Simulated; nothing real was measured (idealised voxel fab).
The following process module bears the name voxel spacer lines.
The figure presents cross-section cut, which has a width of 150 nm and is divided into square cells with an edge length of 5 nm.
Square cells in a grid make up a cross-section in this document, and the grid is given as bands, listed from the top down, each one or more rows of cells.
It is stipulated that each band's entry specify, in nanometres, the height of the top of the band and then that of its bottom, followed by the materials of the band in left-to-right sequence, each together with its width in nanometres. A single material marked by the word "throughout" is understood to fill the band from edge to edge; the word "air" is understood to denote empty space.
Height is counted from the level 0, under which the received wafer is composed throughout of one material. The lowest of the bands is not closed at the bottom but continues downward, in the notation "z 0 and below".
When a width is written as two numbers, as in "30->40", the first number is the width in the top row of cells of the band and the second is the width in its bottom row, and the width changes by the same amount from each row to the next.
"all unchanged" means the step left every cell of the cross-section as it was.
Closed empty spaces (no open way to the top) of 8 cells or more are what "Entrapped voids" lists, each as width x height at distance from the left edge, nm for all three.
On each step's line, the part that comes after the settings is the simulator's own comment on the step.
Regarding "overlay nm": on a step with a mask, it is the distance the mask lay to the right of its planned place; a negative value places it to the left.

# Set out below are the planned steps of the process
1,RECEIVE | material Si
2,CONFORMAL_DEP | material Al2O3 | thk nm 5
3,DIRECTIONAL_DEP | material SiN | thk nm 20
4,DIRECTIONAL_DEP | material aC | thk nm 20
5,PATTERN | tone cover | mask id MANDREL | material resist | width nm 25 | pitch nm 80 | thk nm 30 | overlay nm 0
6,DIRECTIONAL_ETCH | etch materials aC | depth nm 20
7,STRIP | etch materials resist
8,CONFORMAL_DEP | material SiO2 | thk nm 15
9,DIRECTIONAL_ETCH | etch materials SiO2 | depth nm 15
10,STRIP | etch materials aC
11,DIRECTIONAL_ETCH | etch materials SiN | depth nm 20
12,STRIP | etch materials SiO2

# Cross-section of the wafer upon arrival, representing the state reached after step 1
  z 0 and below: Si throughout
  Entrapped voids: none

# The cross-section shown corresponds to the wafer at the conclusion of the module. The initial structure and the process plan are those presented above; however, one mistake occurred in executing the plan
  z 20 to 0: air (5) / SiN (15) / air (25) / SiN (15) / air (25) / SiN (15) / air (25) / SiN (15) / air (10)
  z 0 and below: Si throughout
  Entrapped voids: none
Error vs. plan: step 2 of the plan was omitted and not executed
